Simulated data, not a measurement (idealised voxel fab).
process module | voxel wiring stack
cross-section cut | 265 nm wide | cells 5 nm
A cross-section is a grid of square cells, given in bands from the top down. A band is one or more rows of cells.
Each band's line starts with the height of the band's top and of its bottom, in nm. Then come its materials from left to right, each with its width in nm. One material with "throughout" fills the band from edge to edge. "air" is empty space.
Height 0 is the level under which the wafer as received is all one material. The lowest band goes on downwards, as in "0 down".
A width such as "30 to 40" changes by the same amount from each row of cells to the next, from the band's top row to its bottom row.
"no change" after a step means that no cell of the cross-section changed.
closed voids: empty space of 8 cells or more with no open way to the top, each as width x height at its distance from the left edge, in nm
after a step's settings: what the simulator itself notes on the step
overlay nm, on a step with a mask: how far to the right of its planned place the mask lay; to the left if negative
plan
1 op RECEIVE | material Si
2 op CONFORMAL_DEP | material SiO2 | thk nm 15
3 op DIRECTIONAL_DEP | material TiN | thk nm 5
4 op DIRECTIONAL_DEP | material Ru | thk nm 25
5 op MASKED_ETCH | tone cover | mask id METAL_1 | width nm 25 | pitch nm 45 | etch materials Ru | depth nm 25 | overlay nm 0
6 op MASKED_ETCH | tone cover | mask id METAL_1 | width nm 25 | pitch nm 45 | etch materials TiN | depth nm 5 | overlay nm 0
7 op CONFORMAL_DEP | material SiN | thk nm 5
8 op FILL_DEP | material SiO2 | thk nm 5
9 op CMP | height nm 45
10 op CONFORMAL_DEP | material SiCN | thk nm 5
11 op DIRECTIONAL_DEP | material lowk | thk nm 30
12 op MASKED_ETCH | tone open | mask id METAL_2 | width nm 25 | pitch nm 45 | etch materials lowk | depth nm 15 | overlay nm 0
13 op DIRECTIONAL_DEP | material aC | thk nm 10
14 op PATTERN | tone open | mask id METAL_2_HOLES | material resist | width nm 15 | pitch nm 45 | thk nm 30 | overlay nm 0
15 op DIRECTIONAL_ETCH | etch materials aC | depth nm 10
16 op STRIP | etch materials resist
17 op DIRECTIONAL_ETCH | etch materials lowk | depth nm 15
18 op DIRECTIONAL_ETCH | etch materials SiCN | depth nm 5
19 op STRIP | etch materials aC
20 op CONFORMAL_DEP | material TiN | thk nm 5
21 op FILL_DEP | material Cu | thk nm 5
22 op CMP | height nm 80
23 op CONFORMAL_DEP | material SiCN | thk nm 5
24 op DIRECTIONAL_DEP | material SiO2 | thk nm 25
25 op MASKED_ETCH | tone open | mask id METAL_3_HOLES | width nm 15 | pitch nm 45 | etch materials SiO2 | depth nm 25 | overlay nm 0
26 op DIRECTIONAL_DEP | material aC | thk nm 15
27 op PATTERN | tone open | mask id METAL_3 | material resist | width nm 25 | pitch nm 45 | thk nm 35 | overlay nm 0
28 op DIRECTIONAL_ETCH | etch materials aC | depth nm 15
29 op STRIP | etch materials resist
30 op DIRECTIONAL_ETCH | etch materials SiO2 | depth nm 15
31 op DIRECTIONAL_ETCH | etch materials SiCN | depth nm 5
32 op STRIP | etch materials aC
33 op CONFORMAL_DEP | material TiN | thk nm 5
34 op FILL_DEP | material Cu | thk nm 5
35 op CMP | height nm 110
36 op CONFORMAL_DEP | material SiCN | thk nm 5
37 op DIRECTIONAL_DEP | material lowk | thk nm 30
38 op MASKED_ETCH | tone open | mask id METAL_4 | width nm 25 | pitch nm 45 | etch materials lowk | depth nm 20 | overlay nm 0
39 op PATTERN | tone open | mask id METAL_4_HOLES | material resist | width nm 15 | pitch nm 45 | thk nm 15 | overlay nm 0
40 op DIRECTIONAL_ETCH | etch materials lowk | depth nm 10
41 op DIRECTIONAL_ETCH | etch materials SiCN | depth nm 5
42 op STRIP | etch materials resist
43 op CONFORMAL_DEP | material TiN | thk nm 5
44 op FILL_DEP | material Cu | thk nm 10
45 op CMP | height nm 145
46 op CONFORMAL_DEP | material SiN | thk nm 5
as received, after step 1
  0 down: Si throughout
  closed voids: none
a wafer at the end: this start, this plan, one mistake
  150 to 145: SiN throughout
  145 to 135: lowk 75 | TiN 5 to 10 | Cu 15 to 10 | TiN 5 | lowk 20 | TiN 5 to 10 | Cu 15 to 10 | TiN 5 | lowk 20 | TiN 5 to 10 | Cu 15 to 10 | TiN 5 | lowk 75
  135 to 130: lowk 80 | TiN 5 | Cu 10 | TiN 5 | lowk 25 | TiN 5 | Cu 10 | TiN 5 | lowk 25 | TiN 5 | Cu 10 | TiN 5 | lowk 75
  130 to 125: lowk 80 | TiN 20 | lowk 25 | TiN 20 | lowk 25 | TiN 20 | lowk 75
  125 to 115: lowk 80 | TiN 10 | lowk 35 | TiN 10 | lowk 35 | TiN 10 | lowk 85
  115 to 110: SiCN 80 | TiN 10 | SiCN 35 | TiN 10 | SiCN 35 | TiN 10 | SiCN 85
  110 to 100: SiO2 75 | TiN 5 | Cu 15 | TiN 5 | SiO2 20 | TiN 5 | Cu 15 | TiN 5 | SiO2 20 | TiN 5 | Cu 15 | TiN 5 | SiO2 75
  100 to 95: SiO2 75 | TiN 5 | Cu 5 | TiN 15 | SiO2 20 | TiN 5 | Cu 5 | TiN 15 | SiO2 20 | TiN 5 | Cu 5 | TiN 15 | SiO2 75
  95 to 85: SiO2 75 | TiN 5 | Cu 5 | TiN 5 | SiO2 30 | TiN 5 | Cu 5 | TiN 5 | SiO2 30 | TiN 5 | Cu 5 | TiN 5 | SiO2 85
  85 to 80: SiCN 75 | TiN 15 | SiCN 30 | TiN 15 | SiCN 30 | TiN 15 | SiCN 85
  80 to 70: lowk 75 | TiN 5 | Cu 15 | TiN 5 | lowk 20 | TiN 5 | Cu 15 | TiN 5 | lowk 20 | TiN 5 | Cu 15 | TiN 5 | lowk 75
  70 to 65: lowk 75 | TiN 5 | Cu 5 | TiN 15 | lowk 20 | TiN 5 | Cu 5 | TiN 15 | lowk 20 | TiN 5 | Cu 5 | TiN 15 | lowk 75
  65 to 50: lowk 75 | TiN 5 | Cu 5 | TiN 5 | lowk 30 | TiN 5 | Cu 5 | TiN 5 | lowk 30 | TiN 5 | Cu 5 | TiN 5 | lowk 85
  50 to 45: SiCN 75 | TiN 15 | SiCN 30 | TiN 15 | SiCN 30 | TiN 15 | SiCN 85
  45 to 20: SiO2 70 | SiN 5 | Ru 25 | SiN 5 | SiO2 10 | SiN 5 | Ru 25 | SiN 5 | SiO2 10 | SiN 5 | Ru 25 | SiN 5 | SiO2 70
  20 to 15: SiN 75 | TiN 25 | SiN 20 | TiN 25 | SiN 20 | TiN 25 | SiN 75
  15 to 0: SiO2 throughout
  0 down: Si throughout
  closed voids: none
what went wrong: step 38 ran as: op MASKED_ETCH | tone open | mask id METAL_4 | width nm 20 | pitch nm 45 | etch materials lowk | depth nm 20 | overlay nm 0
